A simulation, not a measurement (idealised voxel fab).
process module | voxel self aligned vias
cross-section cut | 170 nm wide | cells 5 nm
A cross-section is a grid of square cells, given in bands from the top down. A band is one or more rows of cells.
Each band's line starts with the height of the band's top and of its bottom, in nm. Then come its materials from left to right, each with its width in nm. One material with "throughout" fills the band from edge to edge. "air" is empty space.
Height 0 is the level under which the wafer as received is all one material. The lowest band goes on downwards, as in "0 down".
A width such as "30 to 40" changes by the same amount from each row of cells to the next, from the band's top row to its bottom row.
"no change" after a step means that no cell of the cross-section changed.
closed voids: empty space of 8 cells or more with no open way to the top, each as width x height at its distance from the left edge, in nm
after a step's settings: what the simulator itself notes on the step
overlay nm, on a step with a mask: how far to the right of its planned place the mask lay; to the left if negative
plan
1 op RECEIVE | material Si
2 op CONFORMAL_DEP | material SiO2 | thk nm 10
3 op CONFORMAL_DEP | material SiCN | thk nm 5
4 op DIRECTIONAL_DEP | material lowk | thk nm 20
5 op MASKED_ETCH | tone open | mask id LINES | width nm 20 | pitch nm 70 | etch materials lowk | depth nm 20 | overlay nm 0
6 op CONFORMAL_DEP | material TiN | thk nm 5
7 op FILL_DEP | material Ru | thk nm 5
8 op CMP | height nm 35
9 op SELECTIVE_ETCH | etch materials W Ru TiN | depth nm 10
10 op FILL_DEP | material SiN | thk nm 10
11 op CMP | height nm 35
12 op DIRECTIONAL_DEP | material lowk | thk nm 15
13 op DIRECTIONAL_DEP | material aC | thk nm 10
14 op PATTERN | tone open | mask id VIAS | material resist | width nm 40 | pitch nm 70 | thk nm 25 | overlay nm 0
15 op DIRECTIONAL_ETCH | etch materials aC | depth nm 10
16 op STRIP | etch materials resist
17 op DIRECTIONAL_ETCH | etch materials lowk | depth nm 15
18 op DIRECTIONAL_ETCH | etch materials SiN | depth nm 10
19 op STRIP | etch materials aC
20 op CONFORMAL_DEP | material TiN | thk nm 5
21 op FILL_DEP | material W | thk nm 10
22 op CMP | height nm 50
23 op CONFORMAL_DEP | material SiCN | thk nm 5
as received, after step 1
  0 down: Si throughout
  closed voids: none
a wafer at the end: this start, this plan, one mistake
  65 to 50: SiCN throughout
  50 to 40: lowk 30 | TiN 5 | W 30 | TiN 5 | lowk 30 | TiN 5 | W 30 | TiN 5 | lowk 30
  40 to 30: lowk 30 to 40 | TiN 15 to 5 | W 10 | TiN 15 to 5 | lowk 30 to 50 | TiN 15 to 5 | W 10 | TiN 15 to 5 | lowk 30 to 40
  30 to 25: lowk 40 | TiN 20 | lowk 50 | TiN 20 | lowk 40
  25 to 20: lowk 40 | TiN 5 | Ru 10 | TiN 5 | lowk 50 | TiN 5 | Ru 10 | TiN 5 | lowk 40
  20 to 15: lowk 40 | TiN 20 | lowk 50 | TiN 20 | lowk 40
  15 to 10: SiCN throughout
  10 to 0: SiO2 throughout
  0 down: Si throughout
  closed voids: none
what went wrong: step 23 ran as: op CONFORMAL_DEP | material SiCN | thk nm 15
